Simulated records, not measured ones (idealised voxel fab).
process module | voxel spacer lines
cross-section cut | 295 nm wide | cells 5 nm
A cross-section is a grid of square cells, given in bands from the top down. A band is one or more rows of cells.
Each band's line starts with the height of the band's top and of its bottom, in nm. Then come its materials from left to right, each with its width in nm. One material with "throughout" fills the band from edge to edge. "air" is empty space.
Height 0 is the level under which the wafer as received is all one material. The lowest band goes on downwards, as in "0 down".
A width such as "30 to 40" changes by the same amount from each row of cells to the next, from the band's top row to its bottom row.
"no change" after a step means that no cell of the cross-section changed.
closed voids: empty space of 8 cells or more with no open way to the top, each as width x height at its distance from the left edge, in nm
after a step's settings: what the simulator itself notes on the step
overlay nm, on a step with a mask: how far to the right of its planned place the mask lay; to the left if negative
plan
1 op RECEIVE | material Si
2 op CONFORMAL_DEP | material SiO2 | thk nm 5
3 op DIRECTIONAL_DEP | material W | thk nm 15
4 op DIRECTIONAL_DEP | material polySi | thk nm 20
5 op PATTERN | tone cover | mask id MANDREL | material resist | width nm 15 | pitch nm 60 | thk nm 25 | overlay nm 0
6 op DIRECTIONAL_ETCH | etch materials polySi | depth nm 20
7 op STRIP | etch materials resist
8 op CONFORMAL_DEP | material SiN | thk nm 15
9 op DIRECTIONAL_ETCH | etch materials SiN | depth nm 15
10 op STRIP | etch materials polySi
11 op DIRECTIONAL_ETCH | etch materials W | depth nm 15
12 op STRIP | etch materials SiN
varied across the wafers: width nm of step 5. The plan shows the first wafer's value. All wafers start alike
first wafer as received, after step 1
  0 down: Si throughout
  closed voids: none
each wafer at the end: cells of each material gained (+) or lost (-) since it was received, then its closed voids
width nm 15 | +59 SiO2 | +54 W | closed voids: none
width nm 20 | +59 SiO2 | +54 W | closed voids: none
width nm 25 | +59 SiO2 | +54 W | closed voids: none
width nm 30 | +59 SiO2 | +54 W | closed voids: none
